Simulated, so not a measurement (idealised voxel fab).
voxel spacer lines: a process module
FYI the section here is cut, 280 nm wide, cells are 5 nm squares.
Just so we're on the same page, the cross-sections are grids of square cells, and they're listed out in bands top to bottom, each band one or more rows deep. This entry defines a band. It first specifies the height of the band's top and the height of its bottom in nm, and then specifies the band's materials from left to right, stating each material with its width in nm. The word "all across" identifies a single material that fills the band from edge to edge, while the word "empty" identifies empty space. All heights in this document are referenced to 0, defined as the level beneath which the wafer, as received, consists entirely of one material. The lowest band is not bounded below; it extends indefinitely downward and is written in the form "z 0 and below". You'd read "30..40" like this: the band's top row of cells is as wide as the first number, its bottom row is as wide as the second, and going down, every row changes width by the same amount as the row before did. Any step labelled "no modifications" changed none of the cells in the cross-section. "Completely sealed voids" enumerates empty spaces isolated from the top, with no open way to it, that contain at least 8 cells, giving each as width x height at distance from the left edge, all three in nm. On each step's line, the part that comes after the settings is the simulator's own comment on the step. When a step includes a mask, the "overlay nm" setting on its line states how far to the right of its planned place that mask lay, and negative values state how far to the left.

PROCESS STEPS (PLANNED)
- 1: RECEIVE (material Si)
- 2: CONFORMAL_DEP (material Al2O3; thk nm 5)
- 3: DIRECTIONAL_DEP (material SiN; thk nm 15)
- 4: DIRECTIONAL_DEP (material polySi; thk nm 25)
- 5: PATTERN (tone cover; mask id MANDREL; material resist; width nm 15; pitch nm 70; thk nm 30; overlay nm 0)
- 6: DIRECTIONAL_ETCH (etch materials polySi; depth nm 25)
- 7: STRIP (etch materials resist)
- 8: CONFORMAL_DEP (material SiO2; thk nm 10)
- 9: DIRECTIONAL_ETCH (etch materials SiO2; depth nm 10)
- 10: STRIP (etch materials polySi)
- 11: DIRECTIONAL_ETCH (etch materials SiN; depth nm 15)
- 12: STRIP (etch materials SiO2)
The wafers are alike at the start. At step 5, their width nm differs. The plan lists the first wafer's value.

THE FIRST OF SEVERAL WAFERS IN CROSS-SECTION, EXACTLY AS IT REACHED US AFTER STEP 1
    z 0 and below | Si all across
    Completely sealed voids: none

POST STEP 12, THE CLOSING STEP OF THE MODULE: FIRST OF SEVERAL WAFERS, CROSS-SECTIONED
    z 20 to 5 | empty 50  SiN 10  empty 15  SiN 10  empty 35  SiN 10  empty 15  SiN 10  empty 35  SiN 10  empty 15  SiN 10  empty 55
    z 5 to 0 | Al2O3 all across
    z 0 and below | Si all across
    Completely sealed voids: none

CROSS-SECTION AT MODULE COMPLETION, LAST WAFER
    z 20 to 5 | empty 40  SiN 10  empty 40  SiN 10  empty 10  SiN 10  empty 40  SiN 10  empty 10  SiN 10  empty 40  SiN 10  empty 40
    z 5 to 0 | Al2O3 all across
    z 0 and below | Si all across
    Completely sealed voids: none

PER WAFER, END OF MODULE: CELLS GAINED (+) OR LOST (-) PER MATERIAL SINCE RECEIPT, THEN CLOSED VOIDS
width nm 15; +56 Al2O3; +36 SiN; Completely sealed voids: none
width nm 20; +56 Al2O3; +36 SiN; Completely sealed voids: none
width nm 25; +56 Al2O3; +36 SiN; Completely sealed voids: none
width nm 30; +56 Al2O3; +36 SiN; Completely sealed voids: none
width nm 35; +56 Al2O3; +36 SiN; Completely sealed voids: none
width nm 40; +56 Al2O3; +36 SiN; Completely sealed voids: none
